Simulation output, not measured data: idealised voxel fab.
voxel wiring stack: a process module
The cross-section on display is named cut; it measures 180 nm wide, and its cells are 5 nm squares.
Reading order for cross-sections: top band down to bottom band. Underlying form: a grid of square cells. Band size: one or more rows of cells.
A band entry consists of two parts. The first gives the height of the band's top and the height of its bottom, in nm. The rest lists the band's materials from left to right, each with its width in nm. A single material labelled with the word "edge to edge" fills the band from edge to edge, and the word "blank" marks empty space.
Measure heights from 0. That's the level where, below it, the as-received wafer is all one material. The lowest band is bottomless and extends downward; write it as in "top 0, no bottom".
The width entry "30..40" should be interpreted row by row: the top row of cells in the band takes the first number, the bottom row takes the second number, and the change between adjacent rows is uniform throughout.
Where the words "no alteration" appear for a step, the cross-section shows no cell changed by that step; every cell remained as before.
The list in "Trapped void list" covers empty spaces of 8 cells or more that cannot reach the top through any open way, and it gives each as width x height at distance; the distance is from the left edge, and width, height and distance are in nm.
Formally, on a step line, whatever follows the settings is a remark that the simulator itself makes on the step.
overlay nm: where the mask lay relative to plan, measured to the right, on steps with a mask; negatives go left.

HERE'S WHAT THE PLANNED PROCESS STEPS LOOK LIKE
- 1: RECEIVE, material Si
- 2: CONFORMAL_DEP, material SiO2, thk nm 10
- 3: DIRECTIONAL_DEP, material TiN, thk nm 5
- 4: DIRECTIONAL_DEP, material W, thk nm 15
- 5: DIRECTIONAL_DEP, material aC, thk nm 15
- 6: PATTERN, tone cover, mask id METAL_1, material resist, width nm 20, pitch nm 45, thk nm 30, overlay nm 0
- 7: DIRECTIONAL_ETCH, etch materials aC, depth nm 15
- 8: STRIP, etch materials resist
- 9: DIRECTIONAL_ETCH, etch materials W, depth nm 15
- 10: DIRECTIONAL_ETCH, etch materials TiN, depth nm 5
- 11: STRIP, etch materials aC
- 12: FILL_DEP, material SiO2, thk nm 10
- 13: CMP, height nm 30
- 14: CONFORMAL_DEP, material SiCN, thk nm 5
- 15: DIRECTIONAL_DEP, material lowk, thk nm 35
- 16: DIRECTIONAL_DEP, material aC, thk nm 15
- 17: PATTERN, tone open, mask id METAL_2_HOLES, material resist, width nm 15, thk nm 35, overlay nm 0
- 18: DIRECTIONAL_ETCH, etch materials aC, depth nm 15
- 19: STRIP, etch materials resist
- 20: DIRECTIONAL_ETCH, etch materials lowk, depth nm 35
- 21: STRIP, etch materials aC
- 22: DIRECTIONAL_DEP, material aC, thk nm 15
- 23: PATTERN, tone open, mask id METAL_2, material resist, width nm 20, pitch nm 45, thk nm 30, overlay nm 0
- 24: DIRECTIONAL_ETCH, etch materials aC, depth nm 15
- 25: STRIP, etch materials resist
- 26: DIRECTIONAL_ETCH, etch materials lowk, depth nm 20
- 27: DIRECTIONAL_ETCH, etch materials SiCN, depth nm 5
- 28: STRIP, etch materials aC
- 29: CONFORMAL_DEP, material TiN, thk nm 5
- 30: FILL_DEP, material Cu, thk nm 5
- 31: CMP, height nm 70
- 32: CONFORMAL_DEP, material SiN, thk nm 5

CONCERNING THE FIRST OF TWO WAFERS, WHICH WAS RUN IN ACCORDANCE WITH THE PLAN

WAFER AT RECEIPT (POST STEP 1), CROSS-SECTION
top 0, no bottom  Si edge to edge
Trapped void list: none

WAFER SECTION VIEW AFTER PROCESSING STEP 2
top 10, bottom 0  SiO2 edge to edge
Below 0, the layers are the same as they were.

WAFER SECTION VIEW AFTER PROCESSING STEP 3
top 15, bottom 10  TiN edge to edge
Below 10, the layers are the same as they were.

WAFER SECTION VIEW AFTER PROCESSING STEP 4
top 30, bottom 15  W edge to edge
Below 15, the layers are the same as they were.

WAFER SECTION VIEW AFTER PROCESSING STEP 5
top 45, bottom 30  aC edge to edge
Below 30, the layers are the same as they were.

WAFER SECTION VIEW AFTER PROCESSING STEP 6
top 75, bottom 45  blank=55 / resist=20 / blank=25 / resist=20 / blank=60
Below 45, the layers are the same as they were.

WAFER SECTION VIEW AFTER PROCESSING STEP 7
top 60, bottom 45  blank=55 / resist=20 / blank=25 / resist=20 / blank=60
top 45, bottom 30  blank=55 / aC=20 / blank=25 / aC=20 / blank=60
Below 30, the layers are the same as they were.

WAFER SECTION VIEW AFTER PROCESSING STEP 8
top 45, bottom 30  blank=55 / aC=20 / blank=25 / aC=20 / blank=60
Below 30, the layers are the same as they were.

WAFER SECTION VIEW AFTER PROCESSING STEP 9
top 45, bottom 30  blank=55 / aC=20 / blank=25 / aC=20 / blank=60
top 30, bottom 15  blank=55 / W=20 / blank=25 / W=20 / blank=60
Below 15, the layers are the same as they were.

WAFER SECTION VIEW AFTER PROCESSING STEP 10
top 45, bottom 30  blank=55 / aC=20 / blank=25 / aC=20 / blank=60
top 30, bottom 15  blank=55 / W=20 / blank=25 / W=20 / blank=60
top 15, bottom 10  blank=55 / TiN=20 / blank=25 / TiN=20 / blank=60
Below 10, the layers are the same as they were.

WAFER SECTION VIEW AFTER PROCESSING STEP 11
top 30, bottom 15  blank=55 / W=20 / blank=25 / W=20 / blank=60
Below 15, the layers are the same as they were.

WAFER SECTION VIEW AFTER PROCESSING STEP 12
top 40, bottom 30  SiO2 edge to edge
top 30, bottom 15  SiO2=55 / W=20 / SiO2=25 / W=20 / SiO2=60
top 15, bottom 10  SiO2=55 / TiN=20 / SiO2=25 / TiN=20 / SiO2=60
Below 10, the layers are the same as they were.

WAFER SECTION VIEW AFTER PROCESSING STEP 13
top 30, bottom 15  SiO2=55 / W=20 / SiO2=25 / W=20 / SiO2=60
Below 15, the layers are the same as they were.

WAFER SECTION VIEW AFTER PROCESSING STEP 14
top 35, bottom 30  SiCN edge to edge
Below 30, the layers are the same as they were.

WAFER SECTION VIEW AFTER PROCESSING STEP 15
top 70, bottom 35  lowk edge to edge
Below 35, the layers are the same as they were.

WAFER SECTION VIEW AFTER PROCESSING STEP 16
top 85, bottom 70  aC edge to edge
Below 70, the layers are the same as they were.

WAFER SECTION VIEW AFTER PROCESSING STEP 17
top 120, bottom 85  resist=55 / blank=15 / resist=110
Below 85, the layers are the same as they were.

WAFER SECTION VIEW AFTER PROCESSING STEP 18
top 105, bottom 85  resist=55 / blank=15 / resist=110
top 85, bottom 70  aC=55 / blank=15 / aC=110
Below 70, the layers are the same as they were.

WAFER SECTION VIEW AFTER PROCESSING STEP 19
top 85, bottom 70  aC=55 / blank=15 / aC=110
Below 70, the layers are the same as they were.

WAFER SECTION VIEW AFTER PROCESSING STEP 20
top 85, bottom 70  aC=55 / blank=15 / aC=110
top 70, bottom 35  lowk=55 / blank=15 / lowk=110
Below 35, the layers are the same as they were.

WAFER SECTION VIEW AFTER PROCESSING STEP 21
top 70, bottom 35  lowk=55 / blank=15 / lowk=110
Below 35, the layers are the same as they were.

WAFER SECTION VIEW AFTER PROCESSING STEP 22
top 85, bottom 70  aC=55 / blank=15 / aC=110
top 70, bottom 50  lowk=55 / blank=15 / lowk=110
top 50, bottom 35  lowk=55 / aC=15 / lowk=110
Below 35, the layers are the same as they were.

WAFER SECTION VIEW AFTER PROCESSING STEP 23
top 115, bottom 85  resist=55 / blank=20 / resist=25 / blank=20 / resist=60
Below 85, the layers are the same as they were.

WAFER SECTION VIEW AFTER PROCESSING STEP 24
top 100, bottom 85  resist=55 / blank=20 / resist=25 / blank=20 / resist=60
top 85, bottom 70  aC=55 / blank=20 / aC=25 / blank=20 / aC=60
top 70, bottom 35  lowk=55 / blank=15 / lowk=110
Below 35, the layers are the same as they were.

WAFER SECTION VIEW AFTER PROCESSING STEP 25
top 85, bottom 70  aC=55 / blank=20 / aC=25 / blank=20 / aC=60
Below 70, the layers are the same as they were.

WAFER SECTION VIEW AFTER PROCESSING STEP 26
top 85, bottom 70  aC=55 / blank=20 / aC=25 / blank=20 / aC=60
top 70, bottom 50  lowk=55 / blank=20 / lowk=25 / blank=20 / lowk=60
Below 50, the layers are the same as they were.

WAFER SECTION VIEW AFTER PROCESSING STEP 27
top 85, bottom 70  aC=55 / blank=20 / aC=25 / blank=20 / aC=60
top 70, bottom 50  lowk=55 / blank=20 / lowk=25 / blank=20 / lowk=60
top 50, bottom 35  lowk=55 / blank=15 / lowk=110
top 35, bottom 30  SiCN=55 / blank=15 / SiCN=110
Below 30, the layers are the same as they were.

WAFER SECTION VIEW AFTER PROCESSING STEP 28
top 70, bottom 50  lowk=55 / blank=20 / lowk=25 / blank=20 / lowk=60
Below 50, the layers are the same as they were.

WAFER SECTION VIEW AFTER PROCESSING STEP 29
top 75, bottom 70  TiN=60 / blank=10 / TiN=35 / blank=10 / TiN=65
top 70, bottom 55  lowk=55 / TiN=5 / blank=10 / TiN=5 / lowk=25 / TiN=5 / blank=10 / TiN=5 / lowk=60
top 55, bottom 50  lowk=55 / TiN=5 / blank=5 / TiN=10 / lowk=25 / TiN=20 / lowk=60
top 50, bottom 35  lowk=55 / TiN=5 / blank=5 / TiN=5 / lowk=110
top 35, bottom 30  SiCN=55 / TiN=15 / SiCN=110
Below 30, the layers are the same as they were.

WAFER SECTION VIEW AFTER PROCESSING STEP 30
top 80, bottom 75  Cu edge to edge
top 75, bottom 70  TiN=60 / Cu=10 / TiN=35 / Cu=10 / TiN=65
top 70, bottom 55  lowk=55 / TiN=5 / Cu=10 / TiN=5 / lowk=25 / TiN=5 / Cu=10 / TiN=5 / lowk=60
top 55, bottom 50  lowk=55 / TiN=5 / Cu=5 / TiN=10 / lowk=25 / TiN=20 / lowk=60
top 50, bottom 35  lowk=55 / TiN=5 / Cu=5 / TiN=5 / lowk=110
Below 35, the layers are the same as they were.

WAFER SECTION VIEW AFTER PROCESSING STEP 31
top 70, bottom 55  lowk=55 / TiN=5 / Cu=10 / TiN=5 / lowk=25 / TiN=5 / Cu=10 / TiN=5 / lowk=60
Below 55, the layers are the same as they were.

WAFER SECTION VIEW AFTER PROCESSING STEP 32
top 75, bottom 70  SiN edge to edge
Below 70, the layers are the same as they were.

WAFER TWO OF TWO - SAME STARTING POINT, SAME PROCESS PLAN, ONE MISTAKE IN EXECUTION; MATCHES WAFER ONE UP TO AND INCLUDING STEP 16

SECOND WAFER, SECTION VIEW, TIME POINT: SCHEDULED END OF STEP 17
top 120, bottom 85  resist=65 / blank=15 / resist=100
Below 85, the layers are the same as they were.

SECOND WAFER, SECTION VIEW, TIME POINT: SCHEDULED END OF STEP 18
top 105, bottom 85  resist=65 / blank=15 / resist=100
top 85, bottom 70  aC=65 / blank=15 / aC=100
Below 70, the layers are the same as they were.

SECOND WAFER, SECTION VIEW, TIME POINT: SCHEDULED END OF STEP 19
top 85, bottom 70  aC=65 / blank=15 / aC=100
Below 70, the layers are the same as they were.

SECOND WAFER, SECTION VIEW, TIME POINT: SCHEDULED END OF STEP 20
top 85, bottom 70  aC=65 / blank=15 / aC=100
top 70, bottom 35  lowk=65 / blank=15 / lowk=100
Below 35, the layers are the same as they were.

SECOND WAFER, SECTION VIEW, TIME POINT: SCHEDULED END OF STEP 21
top 70, bottom 35  lowk=65 / blank=15 / lowk=100
Below 35, the layers are the same as they were.

SECOND WAFER, SECTION VIEW, TIME POINT: SCHEDULED END OF STEP 22
top 85, bottom 70  aC=65 / blank=15 / aC=100
top 70, bottom 50  lowk=65 / blank=15 / lowk=100
top 50, bottom 35  lowk=65 / aC=15 / lowk=100
Below 35, the layers are the same as they were.

SECOND WAFER, SECTION VIEW, TIME POINT: SCHEDULED END OF STEP 23
top 115, bottom 85  resist=55 / blank=20 / resist=25 / blank=20 / resist=60
top 85, bottom 70  aC=65 / blank=10 / resist=5 / aC=100
top 70, bottom 50  lowk=65 / blank=10 / resist=5 / lowk=100
Below 50, the layers are the same as they were.

SECOND WAFER, SECTION VIEW, TIME POINT: SCHEDULED END OF STEP 24
top 100, bottom 85  resist=55 / blank=20 / resist=25 / blank=20 / resist=60
top 85, bottom 70  aC=55 / blank=20 / resist=5 / aC=20 / blank=20 / aC=60
top 70, bottom 50  lowk=65 / blank=10 / resist=5 / lowk=100
top 50, bottom 35  lowk=65 / blank=10 / aC=5 / lowk=100
Below 35, the layers are the same as they were.

SECOND WAFER, SECTION VIEW, TIME POINT: SCHEDULED END OF STEP 25
top 85, bottom 70  aC=55 / blank=25 / aC=20 / blank=20 / aC=60
top 70, bottom 50  lowk=65 / blank=15 / lowk=100
Below 50, the layers are the same as they were.

SECOND WAFER, SECTION VIEW, TIME POINT: SCHEDULED END OF STEP 26
top 85, bottom 70  aC=55 / blank=25 / aC=20 / blank=20 / aC=60
top 70, bottom 50  lowk=55 / blank=25 / lowk=20 / blank=20 / lowk=60
Below 50, the layers are the same as they were.

SECOND WAFER, SECTION VIEW, TIME POINT: SCHEDULED END OF STEP 27
top 85, bottom 70  aC=55 / blank=25 / aC=20 / blank=20 / aC=60
top 70, bottom 50  lowk=55 / blank=25 / lowk=20 / blank=20 / lowk=60
top 50, bottom 35  lowk=65 / blank=10 / aC=5 / lowk=100
top 35, bottom 30  SiCN=65 / blank=10 / SiCN=105
Below 30, the layers are the same as they were.

SECOND WAFER, SECTION VIEW, TIME POINT: SCHEDULED END OF STEP 28
top 70, bottom 50  lowk=55 / blank=25 / lowk=20 / blank=20 / lowk=60
top 50, bottom 35  lowk=65 / blank=15 / lowk=100
Below 35, the layers are the same as they were.

SECOND WAFER, SECTION VIEW, TIME POINT: SCHEDULED END OF STEP 29
top 75, bottom 70  TiN=60 / blank=15 / TiN=30 / blank=10 / TiN=65
top 70, bottom 55  lowk=55 / TiN=5 / blank=15 / TiN=5 / lowk=20 / TiN=5 / blank=10 / TiN=5 / lowk=60
top 55, bottom 50  lowk=55 / TiN=15 / blank=5 / TiN=5 / lowk=20 / TiN=20 / lowk=60
top 50, bottom 40  lowk=65 / TiN=5 / blank=5 / TiN=5 / lowk=100
top 40, bottom 35  lowk=65 / TiN=15 / lowk=100
top 35, bottom 30  SiCN=65 / TiN=10 / SiCN=105
Below 30, the layers are the same as they were.

SECOND WAFER, SECTION VIEW, TIME POINT: SCHEDULED END OF STEP 30
top 80, bottom 75  Cu edge to edge
top 75, bottom 70  TiN=60 / Cu=15 / TiN=30 / Cu=10 / TiN=65
top 70, bottom 55  lowk=55 / TiN=5 / Cu=15 / TiN=5 / lowk=20 / TiN=5 / Cu=10 / TiN=5 / lowk=60
top 55, bottom 50  lowk=55 / TiN=15 / Cu=5 / TiN=5 / lowk=20 / TiN=20 / lowk=60
top 50, bottom 40  lowk=65 / TiN=5 / Cu=5 / TiN=5 / lowk=100
Below 40, the layers are the same as they were.

SECOND WAFER, SECTION VIEW, TIME POINT: SCHEDULED END OF STEP 31
top 70, bottom 55  lowk=55 / TiN=5 / Cu=15 / TiN=5 / lowk=20 / TiN=5 / Cu=10 / TiN=5 / lowk=60
Below 55, the layers are the same as they were.

SECOND WAFER, SECTION VIEW, TIME POINT: SCHEDULED END OF STEP 32
top 75, bottom 70  SiN edge to edge
Below 70, the layers are the same as they were.
The plan and the run diverged here: step 17 ran as: PATTERN, tone open, mask id METAL_2_HOLES, material resist, width nm 15, thk nm 35, overlay nm 10
Per the end-of-run cell counts, the second wafer holds more or fewer of some materials than the first: +2 Cu; +1 SiCN; +1 TiN; -4 lowk
